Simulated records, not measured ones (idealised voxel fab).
process module | voxel ribs on slabs
cross-section cut | 155 nm wide | cells 5 nm
A cross-section is a grid of square cells, given in bands from the top down. A band is one or more rows of cells.
Each band's line starts with the height of the band's top and of its bottom, in nm. Then come its materials from left to right, each with its width in nm. One material with "throughout" fills the band from edge to edge. "air" is empty space.
Height 0 is the level under which the wafer as received is all one material. The lowest band goes on downwards, as in "0 down".
A width such as "30 to 40" changes by the same amount from each row of cells to the next, from the band's top row to its bottom row.
"no change" after a step means that no cell of the cross-section changed.
closed voids: empty space of 8 cells or more with no open way to the top, each as width x height at its distance from the left edge, in nm
after a step's settings: what the simulator itself notes on the step
overlay nm, on a step with a mask: how far to the right of its planned place the mask lay; to the left if negative
plan
1 op RECEIVE | material Si
2 op DIRECTIONAL_DEP | material SiO2 | thk nm 20
3 op DIRECTIONAL_DEP | material SiN | thk nm 20
4 op PATTERN | tone cover | mask id RIB | material resist | width nm 15 | thk nm 15 | overlay nm 0
5 op DIRECTIONAL_ETCH | etch materials SiN | depth nm 10
6 op STRIP | etch materials resist
7 op MASKED_ETCH | tone cover | mask id SLAB | width nm 75 | etch materials SiN | depth nm 10 | overlay nm 0
8 op FILL_DEP | material SiO2 | thk nm 25
9 op CMP | height nm 60
10 op DIRECTIONAL_DEP | material TiN | thk nm 5
11 op PATTERN | tone cover | mask id HEATER | material resist | width nm 25 | thk nm 20 | overlay nm 0
12 op DIRECTIONAL_ETCH | etch materials TiN | depth nm 5
13 op STRIP | etch materials resist
14 op CONFORMAL_DEP | material SiN | thk nm 10
as received, after step 1
  0 down: Si throughout
  closed voids: none
a wafer at the end: this start, this plan, one mistake
  75 to 70: air 55 | SiN 45 | air 55
  70 to 65: SiN throughout
  65 to 60: SiN 65 | TiN 25 | SiN 65
  60 to 40: SiO2 throughout
  40 to 30: SiO2 70 | SiN 15 | SiO2 70
  30 to 20: SiO2 45 | SiN 75 | SiO2 35
  20 to 0: SiO2 throughout
  0 down: Si throughout
  closed voids: none
what went wrong: step 7 ran as: op MASKED_ETCH | tone cover | mask id SLAB | width nm 75 | etch materials SiN | depth nm 10 | overlay nm 5
